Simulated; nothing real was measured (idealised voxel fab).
Process module heading - voxel self aligned vias
We display cut, a cross-section 290 nm in width whose square cells are each 5 nm.
Format of a cross-section: grid, square cells. Given as bands. Order: top down. Band: one or more rows of cells.
The entry gives the band's vertical extent as a top height and a bottom height in nm, then its horizontal make-up as materials from left to right, each with a width in nm. "air" stands for empty space; a single material marked "everywhere" fills the band edge to edge.
Convention: height 0 is the level below which the wafer, as received, is all one material. The lowest band does not terminate at the bottom but continues downward, represented as "z 0 and below".
Top row gets the first number, bottom row gets the second, and each row in between changes by the same step: that is how a band width like "30..40" works.
Take "no alteration" at face value: in the step it is given for, the cross-section changed in none of its cells.
Entry "Closed void entries". Content: empty spaces with no open connection to the top, size 8 cells or greater. Each: width x height at distance. Distance: from left edge. Unit: nm.
Formally, on a step line, whatever follows the settings is a remark that the simulator itself makes on the step.
overlay nm: where the mask lay relative to plan, measured to the right, on steps with a mask; negatives go left.
Read each pair as before and after one process step. The after cross-section shows only down to the lowest band that changed. The step between them and its settings are given below the pair. Pairs can come from different runs of this module on the same starting wafer. A pair continues from the pair above only where its "Pre-step" entry says so.
Pre-step:
  z 45 to 40 | TiN=105 / air=20 / TiN=40 / air=20 / TiN=105
  z 40 to 25 | SiO2=100 / TiN=5 / air=20 / TiN=5 / SiO2=30 / TiN=5 / air=20 / TiN=5 / SiO2=100
  z 25 to 20 | SiO2=100 / TiN=30 / SiO2=30 / TiN=30 / SiO2=100
  z 20 to 15 | SiCN everywhere
  z 15 to 0 | SiO2 everywhere
  z 0 and below | Si everywhere
  Closed void entries: none
Section, Post-Step:
  z 50 to 45 | Ru everywhere
  z 45 to 40 | TiN=105 / Ru=20 / TiN=40 / Ru=20 / TiN=105
  z 40 to 25 | SiO2=100 / TiN=5 / Ru=20 / TiN=5 / SiO2=30 / TiN=5 / Ru=20 / TiN=5 / SiO2=100
  Below 25 it's all the same as before, nothing changed down there.
  Closed void entries: none
Between the cross-sections above, the step performed was FILL_DEP with material Ru, thk nm 5
Pre-step: unchanged from the after cross-section in the pair immediately above; refer to that figure.
Section, Post-Step:
  z 40 to 25 | SiO2=100 / TiN=5 / Ru=20 / TiN=5 / SiO2=30 / TiN=5 / Ru=20 / TiN=5 / SiO2=100
  Below 25 it's all the same as before, nothing changed down there.
  Closed void entries: none
Between the cross-sections above, the step performed was SELECTIVE_ETCH with etch materials W Ru TiN, depth nm 10
Pre-step: unchanged from the after cross-section in the pair immediately above; refer to that figure.
Section, Post-Step:
  z 50 to 40 | SiN everywhere
  Below 40 it's all the same as before, nothing changed down there.
  Closed void entries: none
Between the cross-sections above, the step performed was FILL_DEP with material SiN, thk nm 10
Pre-step: unchanged from the after cross-section in the pair immediately above; refer to that figure.
Section, Post-Step:
  z 70 to 50 | SiO2 everywhere
  Below 50 it's all the same as before, nothing changed down there.
  Closed void entries: none
Between the cross-sections above, the step performed was DIRECTIONAL_DEP with material SiO2, thk nm 20
Pre-step: unchanged from the after cross-section in the pair immediately above; refer to that figure.
Section, Post-Step:
  z 90 to 70 | resist=95 / air=40 / resist=20 / air=40 / resist=95
  Below 70 it's all the same as before, nothing changed down there.
  Closed void entries: none
Between the cross-sections above, the step performed was PATTERN with tone open, mask id VIAS, material resist, width nm 40, pitch nm 60, thk nm 20, overlay nm 0
Pre-step: unchanged from the after cross-section in the pair immediately above; refer to that figure.
Section, Post-Step:
  z 90 to 70 | resist=95 / air=40 / resist=20 / air=40 / resist=95
  z 70 to 50 | SiO2=95 / air=40 / SiO2=20 / air=40 / SiO2=95
  Below 50 it's all the same as before, nothing changed down there.
  Closed void entries: none
Between the cross-sections above, the step performed was DIRECTIONAL_ETCH with etch materials SiO2, depth nm 20
Pre-step: unchanged from the after cross-section in the pair immediately above; refer to that figure.
Section, Post-Step:
  z 90 to 70 | resist=95 / air=40 / resist=20 / air=40 / resist=95
  z 70 to 50 | SiO2=95 / air=40 / SiO2=20 / air=40 / SiO2=95
  z 50 to 40 | SiN=95 / air=40 / SiN=20 / air=40 / SiN=95
  Below 40 it's all the same as before, nothing changed down there.
  Closed void entries: none
Between the cross-sections above, the step performed was DIRECTIONAL_ETCH with etch materials SiN, depth nm 10
Pre-step: unchanged from the after cross-section in the pair immediately above; refer to that figure.
Section, Post-Step:
  z 70 to 50 | SiO2=95 / air=40 / SiO2=20 / air=40 / SiO2=95
  Below 50 it's all the same as before, nothing changed down there.
  Closed void entries: none
Between the cross-sections above, the step performed was STRIP with etch materials resist
Pre-step: unchanged from the after cross-section in the pair immediately above; refer to that figure.
Section, Post-Step:
  z 75 to 70 | TiN=100 / air=30 / TiN=30 / air=30 / TiN=100
  z 70 to 50 | SiO2=95 / TiN=5 / air=30 / TiN=5 / SiO2=20 / TiN=5 / air=30 / TiN=5 / SiO2=95
  z 50 to 45 | SiN=95 / TiN=5 / air=30 / TiN=5 / SiN=20 / TiN=5 / air=30 / TiN=5 / SiN=95
  z 45 to 40 | SiN=95 / TiN=40 / SiN=20 / TiN=40 / SiN=95
  Below 40 it's all the same as before, nothing changed down there.
  Closed void entries: none
Between the cross-sections above, the step performed was CONFORMAL_DEP with material TiN, thk nm 5
Pre-step: unchanged from the after cross-section in the pair immediately above; refer to that figure.
Section, Post-Step:
  z 80 to 75 | Ru everywhere
  z 75 to 70 | TiN=100 / Ru=30 / TiN=30 / Ru=30 / TiN=100
  z 70 to 50 | SiO2=95 / TiN=5 / Ru=30 / TiN=5 / SiO2=20 / TiN=5 / Ru=30 / TiN=5 / SiO2=95
  z 50 to 45 | SiN=95 / TiN=5 / Ru=30 / TiN=5 / SiN=20 / TiN=5 / Ru=30 / TiN=5 / SiN=95
  Below 45 it's all the same as before, nothing changed down there.
  Closed void entries: none
Between the cross-sections above, the step performed was FILL_DEP with material Ru, thk nm 5
Pre-step: unchanged from the after cross-section in the pair immediately above; refer to that figure.
Section, Post-Step:
  z 70 to 50 | SiO2=95 / TiN=5 / Ru=30 / TiN=5 / SiO2=20 / TiN=5 / Ru=30 / TiN=5 / SiO2=95
  Below 50 it's all the same as before, nothing changed down there.
  Closed void entries: none
Between the cross-sections above, the step performed was CMP with height nm 70
Pre-step: unchanged from the after cross-section in the pair immediately above; refer to that figure.
Section, Post-Step:
  z 75 to 70 | SiN everywhere
  Below 70 it's all the same as before, nothing changed down there.
  Closed void entries: none
Between the cross-sections above, the step performed was CONFORMAL_DEP with material SiN, thk nm 5
Pre-step:
  z 70 to 50 | SiO2 everywhere
  z 50 to 40 | SiO2=100 / SiN=30 / SiO2=30 / SiN=30 / SiO2=100
  z 40 to 25 | SiO2=100 / TiN=5 / Ru=20 / TiN=5 / SiO2=30 / TiN=5 / Ru=20 / TiN=5 / SiO2=100
  z 25 to 20 | SiO2=100 / TiN=30 / SiO2=30 / TiN=30 / SiO2=100
  z 20 to 15 | SiCN everywhere
  z 15 to 0 | SiO2 everywhere
  z 0 and below | Si everywhere
  Closed void entries: none
Section, Post-Step:
  z 90 to 70 | resist=100 / air=30 / resist=30 / air=30 / resist=100
  Below 70 it's all the same as before, nothing changed down there.
  Closed void entries: none
Between the cross-sections above, the step performed was PATTERN with tone open, mask id VIAS, material resist, width nm 30, pitch nm 60, thk nm 20, overlay nm 0
Pre-step: unchanged from the after cross-section in the pair immediately above; refer to that figure.
Section, Post-Step:
  z 90 to 70 | resist=100 / air=30 / resist=30 / air=30 / resist=100
  z 70 to 50 | SiO2=100 / air=30 / SiO2=30 / air=30 / SiO2=100
  Below 50 it's all the same as before, nothing changed down there.
  Closed void entries: none
Between the cross-sections above, the step performed was DIRECTIONAL_ETCH with etch materials SiO2, depth nm 20
Pre-step: unchanged from the after cross-section in the pair immediately above; refer to that figure.
Section, Post-Step:
  z 90 to 70 | resist=100 / air=30 / resist=30 / air=30 / resist=100
  z 70 to 40 | SiO2=100 / air=30 / SiO2=30 / air=30 / SiO2=100
  Below 40 it's all the same as before, nothing changed down there.
  Closed void entries: none
Between the cross-sections above, the step performed was DIRECTIONAL_ETCH with etch materials SiN, depth nm 10
Pre-step: unchanged from the after cross-section in the pair immediately above; refer to that figure.
Section, Post-Step:
  z 70 to 40 | SiO2=100 / air=30 / SiO2=30 / air=30 / SiO2=100
  Below 40 it's all the same as before, nothing changed down there.
  Closed void entries: none
Between the cross-sections above, the step performed was STRIP with etch materials resist
Pre-step: unchanged from the after cross-section in the pair immediately above; refer to that figure.
Section, Post-Step:
  z 75 to 70 | TiN=105 / air=20 / TiN=40 / air=20 / TiN=105
  z 70 to 45 | SiO2=100 / TiN=5 / air=20 / TiN=5 / SiO2=30 / TiN=5 / air=20 / TiN=5 / SiO2=100
  z 45 to 40 | SiO2=100 / TiN=30 / SiO2=30 / TiN=30 / SiO2=100
  Below 40 it's all the same as before, nothing changed down there.
  Closed void entries: none
Between the cross-sections above, the step performed was CONFORMAL_DEP with material TiN, thk nm 5
Pre-step: unchanged from the after cross-section in the pair immediately above; refer to that figure.
Section, Post-Step:
  z 80 to 75 | Ru everywhere
  z 75 to 70 | TiN=105 / Ru=20 / TiN=40 / Ru=20 / TiN=105
  z 70 to 45 | SiO2=100 / TiN=5 / Ru=20 / TiN=5 / SiO2=30 / TiN=5 / Ru=20 / TiN=5 / SiO2=100
  Below 45 it's all the same as before, nothing changed down there.
  Closed void entries: none
Between the cross-sections above, the step performed was FILL_DEP with material Ru, thk nm 5
Pre-step: unchanged from the after cross-section in the pair immediately above; refer to that figure.
Section, Post-Step:
  z 70 to 45 | SiO2=100 / TiN=5 / Ru=20 / TiN=5 / SiO2=30 / TiN=5 / Ru=20 / TiN=5 / SiO2=100
  Below 45 it's all the same as before, nothing changed down there.
  Closed void entries: none
Between the cross-sections above, the step performed was CMP with height nm 70
Pre-step: unchanged from the after cross-section in the pair immediately above; refer to that figure.
Section, Post-Step:
  z 75 to 70 | SiN everywhere
  Below 70 it's all the same as before, nothing changed down there.
  Closed void entries: none
Between the cross-sections above, the step performed was CONFORMAL_DEP with material SiN, thk nm 5
Pre-step:
  z 70 to 50 | SiO2 everywhere
  z 50 to 40 | SiO2=100 / SiN=30 / SiO2=30 / SiN=30 / SiO2=100
  z 40 to 25 | SiO2=100 / TiN=5 / Ru=20 / TiN=5 / SiO2=30 / TiN=5 / Ru=20 / TiN=5 / SiO2=100
  z 25 to 20 | SiO2=100 / TiN=30 / SiO2=30 / TiN=30 / SiO2=100
  z 20 to 15 | SiCN everywhere
  z 15 to 0 | SiO2 everywhere
  z 0 and below | Si everywhere
  Closed void entries: none
Section, Post-Step:
  z 90 to 70 | resist=105 / air=40 / resist=20 / air=40 / resist=85
  Below 70 it's all the same as before, nothing changed down there.
  Closed void entries: none
Between the cross-sections above, the step performed was PATTERN with tone open, mask id VIAS, material resist, width nm 40, pitch nm 60, thk nm 20, overlay nm 10
Pre-step: unchanged from the after cross-section in the pair immediately above; refer to that figure.
Section, Post-Step:
  z 90 to 70 | resist=105 / air=40 / resist=20 / air=40 / resist=85
  z 70 to 50 | SiO2=105 / air=40 / SiO2=20 / air=40 / SiO2=85
  Below 50 it's all the same as before, nothing changed down there.
  Closed void entries: none
Between the cross-sections above, the step performed was DIRECTIONAL_ETCH with etch materials SiO2, depth nm 20
Pre-step: unchanged from the after cross-section in the pair immediately above; refer to that figure.
Section, Post-Step:
  z 90 to 70 | resist=105 / air=40 / resist=20 / air=40 / resist=85
  z 70 to 50 | SiO2=105 / air=40 / SiO2=20 / air=40 / SiO2=85
  z 50 to 40 | SiO2=100 / SiN=5 / air=25 / SiO2=30 / SiN=5 / air=25 / SiO2=100
  Below 40 it's all the same as before, nothing changed down there.
  Closed void entries: none
Between the cross-sections above, the step performed was DIRECTIONAL_ETCH with etch materials SiN, depth nm 10
Pre-step: unchanged from the after cross-section in the pair immediately above; refer to that figure.
Section, Post-Step:
  z 70 to 50 | SiO2=105 / air=40 / SiO2=20 / air=40 / SiO2=85
  Below 50 it's all the same as before, nothing changed down there.
  Closed void entries: none
Between the cross-sections above, the step performed was STRIP with etch materials resist
Pre-step: unchanged from the after cross-section in the pair immediately above; refer to that figure.
Section, Post-Step:
  z 75 to 70 | TiN=110 / air=30 / TiN=30 / air=30 / TiN=90
  z 70 to 55 | SiO2=105 / TiN=5 / air=30 / TiN=5 / SiO2=20 / TiN=5 / air=30 / TiN=5 / SiO2=85
  z 55 to 50 | SiO2=105 / TiN=5 / air=15 / TiN=20 / SiO2=20 / TiN=5 / air=15 / TiN=20 / SiO2=85
  z 50 to 45 | SiO2=100 / SiN=5 / TiN=5 / air=15 / TiN=5 / SiO2=30 / SiN=5 / TiN=5 / air=15 / TiN=5 / SiO2=100
  z 45 to 40 | SiO2=100 / SiN=5 / TiN=25 / SiO2=30 / SiN=5 / TiN=25 / SiO2=100
  Below 40 it's all the same as before, nothing changed down there.
  Closed void entries: none
Between the cross-sections above, the step performed was CONFORMAL_DEP with material TiN, thk nm 5
Pre-step: unchanged from the after cross-section in the pair immediately above; refer to that figure.
Section, Post-Step:
  z 80 to 75 | Ru everywhere
  z 75 to 70 | TiN=110 / Ru=30 / TiN=30 / Ru=30 / TiN=90
  z 70 to 55 | SiO2=105 / TiN=5 / Ru=30 / TiN=5 / SiO2=20 / TiN=5 / Ru=30 / TiN=5 / SiO2=85
  z 55 to 50 | SiO2=105 / TiN=5 / Ru=15 / TiN=20 / SiO2=20 / TiN=5 / Ru=15 / TiN=20 / SiO2=85
  z 50 to 45 | SiO2=100 / SiN=5 / TiN=5 / Ru=15 / TiN=5 / SiO2=30 / SiN=5 / TiN=5 / Ru=15 / TiN=5 / SiO2=100
  Below 45 it's all the same as before, nothing changed down there.
  Closed void entries: none
Between the cross-sections above, the step performed was FILL_DEP with material Ru, thk nm 5
Pre-step: unchanged from the after cross-section in the pair immediately above; refer to that figure.
Section, Post-Step:
  z 70 to 55 | SiO2=105 / TiN=5 / Ru=30 / TiN=5 / SiO2=20 / TiN=5 / Ru=30 / TiN=5 / SiO2=85
  Below 55 it's all the same as before, nothing changed down there.
  Closed void entries: none
Between the cross-sections above, the step performed was CMP with height nm 70
Pre-step: unchanged from the after cross-section in the pair immediately above; refer to that figure.
Section, Post-Step:
  z 75 to 70 | SiN everywhere
  Below 70 it's all the same as before, nothing changed down there.
  Closed void entries: none
Between the cross-sections above, the step performed was CONFORMAL_DEP with material SiN, thk nm 5
Pre-step:
  z 50 to 40 | SiO2=100 / air=30 / SiO2=30 / air=30 / SiO2=100
  z 40 to 25 | SiO2=100 / TiN=5 / Ru=20 / TiN=5 / SiO2=30 / TiN=5 / Ru=20 / TiN=5 / SiO2=100
  z 25 to 20 | SiO2=100 / TiN=30 / SiO2=30 / TiN=30 / SiO2=100
  z 20 to 15 | SiCN everywhere
  z 15 to 0 | SiO2 everywhere
  z 0 and below | Si everywhere
  Closed void entries: none
Section, Post-Step:
  z 60 to 50 | Ru everywhere
  z 50 to 40 | SiO2=100 / Ru=30 / SiO2=30 / Ru=30 / SiO2=100
  Below 40 it's all the same as before, nothing changed down there.
  Closed void entries: none
Between the cross-sections above, the step performed was FILL_DEP with material Ru, thk nm 10
Pre-step: unchanged from the after cross-section in the pair immediately above; refer to that figure.
Section, Post-Step:
  z 50 to 40 | SiO2=100 / Ru=30 / SiO2=30 / Ru=30 / SiO2=100
  Below 40 it's all the same as before, nothing changed down there.
  Closed void entries: none
Between the cross-sections above, the step performed was CMP with height nm 50
Pre-step: unchanged from the after cross-section in the pair immediately above; refer to that figure.
Section, Post-Step:
  z 70 to 50 | SiO2 everywhere
  Below 50 it's all the same as before, nothing changed down there.
  Closed void entries: none
Between the cross-sections above, the step performed was DIRECTIONAL_DEP with material SiO2, thk nm 20
Pre-step: unchanged from the after cross-section in the pair immediately above; refer to that figure.
Section, Post-Step:
  z 90 to 70 | resist=95 / air=40 / resist=20 / air=40 / resist=95
  Below 70 it's all the same as before, nothing changed down there.
  Closed void entries: none
Between the cross-sections above, the step performed was PATTERN with tone open, mask id VIAS, material resist, width nm 40, pitch nm 60, thk nm 20, overlay nm 0
Pre-step: unchanged from the after cross-section in the pair immediately above; refer to that figure.
Section, Post-Step:
  z 90 to 70 | resist=95 / air=40 / resist=20 / air=40 / resist=95
  z 70 to 50 | SiO2=95 / air=40 / SiO2=20 / air=40 / SiO2=95
  Below 50 it's all the same as before, nothing changed down there.
  Closed void entries: none
Between the cross-sections above, the step performed was DIRECTIONAL_ETCH with etch materials SiO2, depth nm 20
Pre-step: unchanged from the after cross-section in the pair immediately above; refer to that figure.
Section, Post-Step:
  z 70 to 50 | SiO2=95 / air=40 / SiO2=20 / air=40 / SiO2=95
  Below 50 it's all the same as before, nothing changed down there.
  Closed void entries: none
Between the cross-sections above, the step performed was STRIP with etch materials resist
Pre-step: unchanged from the after cross-section in the pair immediately above; refer to that figure.
Section, Post-Step:
  z 75 to 70 | TiN=100 / air=30 / TiN=30 / air=30 / TiN=100
  z 70 to 55 | SiO2=95 / TiN=5 / air=30 / TiN=5 / SiO2=20 / TiN=5 / air=30 / TiN=5 / SiO2=95
  z 55 to 50 | SiO2=95 / TiN=40 / SiO2=20 / TiN=40 / SiO2=95
  Below 50 it's all the same as before, nothing changed down there.
  Closed void entries: none
Between the cross-sections above, the step performed was CONFORMAL_DEP with material TiN, thk nm 5
Pre-step: unchanged from the after cross-section in the pair immediately above; refer to that figure.
Section, Post-Step:
  z 80 to 75 | Ru everywhere
  z 75 to 70 | TiN=100 / Ru=30 / TiN=30 / Ru=30 / TiN=100
  z 70 to 55 | SiO2=95 / TiN=5 / Ru=30 / TiN=5 / SiO2=20 / TiN=5 / Ru=30 / TiN=5 / SiO2=95
  Below 55 it's all the same as before, nothing changed down there.
  Closed void entries: none
Between the cross-sections above, the step performed was FILL_DEP with material Ru, thk nm 5
Pre-step: unchanged from the after cross-section in the pair immediately above; refer to that figure.
Section, Post-Step:
  z 70 to 55 | SiO2=95 / TiN=5 / Ru=30 / TiN=5 / SiO2=20 / TiN=5 / Ru=30 / TiN=5 / SiO2=95
  Below 55 it's all the same as before, nothing changed down there.
  Closed void entries: none
Between the cross-sections above, the step performed was CMP with height nm 70
Pre-step: unchanged from the after cross-section in the pair immediately above; refer to that figure.
Section, Post-Step:
  z 75 to 70 | SiN everywhere
  Below 70 it's all the same as before, nothing changed down there.
  Closed void entries: none
Between the cross-sections above, the step performed was CONFORMAL_DEP with material SiN, thk nm 5
Pre-step:
  z 50 to 20 | SiO2 everywhere
  z 20 to 15 | SiCN everywhere
  z 15 to 0 | SiO2 everywhere
  z 0 and below | Si everywhere
  Closed void entries: none
Section, Post-Step:
  z 70 to 50 | air=100 / resist=30 / air=30 / resist=30 / air=100
  Below 50 it's all the same as before, nothing changed down there.
  Closed void entries: none
Between the cross-sections above, the step performed was PATTERN with tone cover, mask id LINES, material resist, width nm 30, pitch nm 60, thk nm 20, overlay nm 0
Pre-step: unchanged from the after cross-section in the pair immediately above; refer to that figure.
Section, Post-Step:
  z 70 to 50 | air=100 / resist=30 / air=30 / resist=30 / air=100
  z 50 to 20 | air=100 / SiO2=30 / air=30 / SiO2=30 / air=100
  Below 20 it's all the same as before, nothing changed down there.
  Closed void entries: none
Between the cross-sections above, the step performed was DIRECTIONAL_ETCH with etch materials SiO2, depth nm 30
Pre-step: unchanged from the after cross-section in the pair immediately above; refer to that figure.
Section, Post-Step:
  z 50 to 20 | air=100 / SiO2=30 / air=30 / SiO2=30 / air=100
  Below 20 it's all the same as before, nothing changed down there.
  Closed void entries: none
Between the cross-sections above, the step performed was STRIP with etch materials resist
Pre-step: unchanged from the after cross-section in the pair immediately above; refer to that figure.
Section, Post-Step:
  z 55 to 50 | air=95 / TiN=40 / air=20 / TiN=40 / air=95
  z 50 to 25 | air=95 / TiN=5 / SiO2=30 / TiN=5 / air=20 / TiN=5 / SiO2=30 / TiN=5 / air=95
  z 25 to 20 | TiN=100 / SiO2=30 / TiN=30 / SiO2=30 / TiN=100
  Below 20 it's all the same as before, nothing changed down there.
  Closed void entries: none
Between the cross-sections above, the step performed was CONFORMAL_DEP with material TiN, thk nm 5
Pre-step: unchanged from the after cross-section in the pair immediately above; refer to that figure.
Section, Post-Step:
  z 60 to 55 | Ru everywhere
  z 55 to 50 | Ru=95 / TiN=40 / Ru=20 / TiN=40 / Ru=95
  z 50 to 25 | Ru=95 / TiN=5 / SiO2=30 / TiN=5 / Ru=20 / TiN=5 / SiO2=30 / TiN=5 / Ru=95
  Below 25 it's all the same as before, nothing changed down there.
  Closed void entries: none
Between the cross-sections above, the step performed was FILL_DEP with material Ru, thk nm 5
Pre-step: unchanged from the after cross-section in the pair immediately above; refer to that figure.
Section, Post-Step:
  z 50 to 25 | Ru=95 / TiN=5 / SiO2=30 / TiN=5 / Ru=20 / TiN=5 / SiO2=30 / TiN=5 / Ru=95
  Below 25 it's all the same as before, nothing changed down there.
  Closed void entries: none
Between the cross-sections above, the step performed was CMP with height nm 50
Pre-step: unchanged from the after cross-section in the pair immediately above; refer to that figure.
Section, Post-Step:
  z 50 to 40 | air=100 / SiO2=30 / air=30 / SiO2=30 / air=100
  Below 40 it's all the same as before, nothing changed down there.
  Closed void entries: none
Between the cross-sections above, the step performed was SELECTIVE_ETCH with etch materials W Ru TiN, depth nm 10
Pre-step: unchanged from the after cross-section in the pair immediately above; refer to that figure.
Section, Post-Step:
  z 60 to 50 | SiN everywhere
  z 50 to 40 | SiN=100 / SiO2=30 / SiN=30 / SiO2=30 / SiN=100
  Below 40 it's all the same as before, nothing changed down there.
  Closed void entries: none
Between the cross-sections above, the step performed was FILL_DEP with material SiN, thk nm 10
Pre-step: unchanged from the after cross-section in the pair immediately above; refer to that figure.
Section, Post-Step:
  z 50 to 40 | SiN=100 / SiO2=30 / SiN=30 / SiO2=30 / SiN=100
  Below 40 it's all the same as before, nothing changed down there.
  Closed void entries: none
Between the cross-sections above, the step performed was CMP with height nm 50
Pre-step: unchanged from the after cross-section in the pair immediately above; refer to that figure.
Section, Post-Step:
  z 70 to 50 | SiO2 everywhere
  Below 50 it's all the same as before, nothing changed down there.
  Closed void entries: none
Between the cross-sections above, the step performed was DIRECTIONAL_DEP with material SiO2, thk nm 20
Pre-step: unchanged from the after cross-section in the pair immediately above; refer to that figure.
Section, Post-Step:
  z 90 to 70 | resist=95 / air=40 / resist=20 / air=40 / resist=95
  Below 70 it's all the same as before, nothing changed down there.
  Closed void entries: none
Between the cross-sections above, the step performed was PATTERN with tone open, mask id VIAS, material resist, width nm 40, pitch nm 60, thk nm 20, overlay nm 0
Pre-step: unchanged from the after cross-section in the pair immediately above; refer to that figure.
Section, Post-Step:
  z 90 to 70 | resist=95 / air=40 / resist=20 / air=40 / resist=95
  z 70 to 50 | SiO2=95 / air=40 / SiO2=20 / air=40 / SiO2=95
  Below 50 it's all the same as before, nothing changed down there.
  Closed void entries: none
Between the cross-sections above, the step performed was DIRECTIONAL_ETCH with etch materials SiO2, depth nm 20
Pre-step: unchanged from the after cross-section in the pair immediately above; refer to that figure.
Section, Post-Step:
  z 90 to 70 | resist=95 / air=40 / resist=20 / air=40 / resist=95
  z 70 to 50 | SiO2=95 / air=40 / SiO2=20 / air=40 / SiO2=95
  z 50 to 40 | SiN=95 / air=5 / SiO2=30 / air=5 / SiN=20 / air=5 / SiO2=30 / air=5 / SiN=95
  Below 40 it's all the same as before, nothing changed down there.
  Closed void entries: none
Between the cross-sections above, the step performed was DIRECTIONAL_ETCH with etch materials SiN, depth nm 10
Pre-step: unchanged from the after cross-section in the pair immediately above; refer to that figure.
Section, Post-Step:
  z 70 to 50 | SiO2=95 / air=40 / SiO2=20 / air=40 / SiO2=95
  Below 50 it's all the same as before, nothing changed down there.
  Closed void entries: none
Between the cross-sections above, the step performed was STRIP with etch materials resist
Pre-step: unchanged from the after cross-section in the pair immediately above; refer to that figure.
Section, Post-Step:
  z 75 to 70 | TiN=100 / air=30 / TiN=30 / air=30 / TiN=100
  z 70 to 55 | SiO2=95 / TiN=5 / air=30 / TiN=5 / SiO2=20 / TiN=5 / air=30 / TiN=5 / SiO2=95
  z 55 to 50 | SiO2=95 / TiN=40 / SiO2=20 / TiN=40 / SiO2=95
  z 50 to 40 | SiN=95 / TiN=5 / SiO2=30 / TiN=5 / SiN=20 / TiN=5 / SiO2=30 / TiN=5 / SiN=95
  Below 40 it's all the same as before, nothing changed down there.
  Closed void entries: none
Between the cross-sections above, the step performed was CONFORMAL_DEP with material TiN, thk nm 5
Pre-step: unchanged from the after cross-section in the pair immediately above; refer to that figure.
Section, Post-Step:
  z 80 to 75 | Ru everywhere
  z 75 to 70 | TiN=100 / Ru=30 / TiN=30 / Ru=30 / TiN=100
  z 70 to 55 | SiO2=95 / TiN=5 / Ru=30 / TiN=5 / SiO2=20 / TiN=5 / Ru=30 / TiN=5 / SiO2=95
  Below 55 it's all the same as before, nothing changed down there.
  Closed void entries: none
Between the cross-sections above, the step performed was FILL_DEP with material Ru, thk nm 5
Pre-step: unchanged from the after cross-section in the pair immediately above; refer to that figure.
Section, Post-Step:
  z 70 to 55 | SiO2=95 / TiN=5 / Ru=30 / TiN=5 / SiO2=20 / TiN=5 / Ru=30 / TiN=5 / SiO2=95
  Below 55 it's all the same as before, nothing changed down there.
  Closed void entries: none
Between the cross-sections above, the step performed was CMP with height nm 70
Pre-step: unchanged from the after cross-section in the pair immediately above; refer to that figure.
Section, Post-Step:
  z 75 to 70 | SiN everywhere
  Below 70 it's all the same as before, nothing changed down there.
  Closed void entries: none
Between the cross-sections above, the step performed was CONFORMAL_DEP with material SiN, thk nm 5
